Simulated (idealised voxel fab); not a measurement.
The document below concerns the process module designated voxel capacitor over wiring.
In the cross-section labelled cut, the width is 255 nm and each square cell is 5 nm.
Cross-section format: a grid of square cells, given as bands from top to bottom; each band is one or more rows of cells. Heights first: top, then bottom, in nm. Then materials, left to right, each with a width in nm. "edge to edge" on a single material: fills the band edge to edge. "empty": empty space. It should be noted that heights are counted from 0, beneath which the wafer as supplied is of one material throughout, and that the lowest band possesses no lower boundary but continues downward, as written in "0 down". With a width like "30->40", each row of cells in the band differs from the next by the same amount, the top row carrying the first number and the bottom row the second. The designation "nothing altered", where it is given for a processing step, indicates that no cell of the cross-section was altered in the course of that step. Entry "Trapped void list" = empty spaces >= 8 cells with no open way to the top; each as width x height at distance, distance from left edge, all nm. Post-settings text on a step line: simulator's own remark regarding the step. Steps that use a mask can have "overlay nm" on their line. It says how far the mask sat to the right of where it was meant to be. Negative means to the left.

This section lists the process steps that were planned
1,RECEIVE | material Si
2,CONFORMAL_DEP | material SiO2 | thk nm 15
3,CONFORMAL_DEP | material SiN | thk nm 5
4,DIRECTIONAL_DEP | material lowk | thk nm 25
5,DIRECTIONAL_DEP | material aC | thk nm 10
6,PATTERN | tone open | mask id METAL_1 | material resist | width nm 25 | pitch nm 95 | thk nm 25 | overlay nm 0
7,DIRECTIONAL_ETCH | etch materials aC | depth nm 10
8,STRIP | etch materials resist
9,DIRECTIONAL_ETCH | etch materials lowk | depth nm 25
10,DIRECTIONAL_ETCH | etch materials SiN | depth nm 5
11,STRIP | etch materials aC
12,CONFORMAL_DEP | material TiN | thk nm 5
13,FILL_DEP | material Cu | thk nm 10
14,CMP | height nm 45
15,CONFORMAL_DEP | material SiCN | thk nm 5
16,DIRECTIONAL_DEP | material SiO2 | thk nm 10
17,PATTERN | tone open | mask id PLUG_1 | material resist | width nm 15 | thk nm 15 | overlay nm 0
18,DIRECTIONAL_ETCH | etch materials SiO2 | depth nm 10
19,DIRECTIONAL_ETCH | etch materials SiCN | depth nm 5
20,STRIP | etch materials resist
21,CONFORMAL_DEP | material TiN | thk nm 5
22,FILL_DEP | material W | thk nm 10
23,CMP | height nm 60
24,DIRECTIONAL_DEP | material TiN | thk nm 10
25,DIRECTIONAL_DEP | material SiN | thk nm 5
26,DIRECTIONAL_DEP | material TiN | thk nm 10
27,DIRECTIONAL_DEP | material aC | thk nm 10
28,PATTERN | tone cover | mask id UPPER_PLATE | material resist | width nm 75 | thk nm 25 | overlay nm 0
29,DIRECTIONAL_ETCH | etch materials aC | depth nm 10
30,STRIP | etch materials resist
31,DIRECTIONAL_ETCH | etch materials TiN | depth nm 10
32,DIRECTIONAL_ETCH | etch materials SiN | depth nm 5
33,STRIP | etch materials aC
34,DIRECTIONAL_DEP | material aC | thk nm 15
35,PATTERN | tone cover | mask id LOWER_PLATE | material resist | width nm 85 | thk nm 30 | overlay nm 0
36,DIRECTIONAL_ETCH | etch materials aC | depth nm 15
37,STRIP | etch materials resist
38,DIRECTIONAL_ETCH | etch materials TiN | depth nm 10
39,STRIP | etch materials aC
40,FILL_DEP | material SiO2 | thk nm 15
41,CMP | height nm 95
42,DIRECTIONAL_DEP | material aC | thk nm 10
43,PATTERN | tone open | mask id PLUG_2 | material resist | width nm 15 | thk nm 25 | overlay nm 0
44,DIRECTIONAL_ETCH | etch materials aC | depth nm 10
45,STRIP | etch materials resist
46,DIRECTIONAL_ETCH | etch materials SiO2 | depth nm 10
47,STRIP | etch materials aC
48,CONFORMAL_DEP | material TiN | thk nm 5
49,FILL_DEP | material Cu | thk nm 5
50,CMP | height nm 95
51,CONFORMAL_DEP | material SiN | thk nm 5
Same starting wafers, different width nm at step 43. Plan value belongs to the first wafer.

As-received state after step 1, first of several wafers, cross-section
* 0 down | Si edge to edge
* Trapped void list: none

Wafer rows; end of module; cells per material since receipt: (+) gained, (-) lost; then closed voids
width nm 15 | +31 Cu | +48 SiCN | +107 SiN | +521 SiO2 | +106 TiN | +2 W | +205 lowk | Trapped void list: none
width nm 20 | +32 Cu | +48 SiCN | +107 SiN | +519 SiO2 | +107 TiN | +2 W | +205 lowk | Trapped void list: none
width nm 25 | +33 Cu | +48 SiCN | +107 SiN | +517 SiO2 | +108 TiN | +2 W | +205 lowk | Trapped void list: none
width nm 30 | +34 Cu | +48 SiCN | +107 SiN | +515 SiO2 | +109 TiN | +2 W | +205 lowk | Trapped void list: none
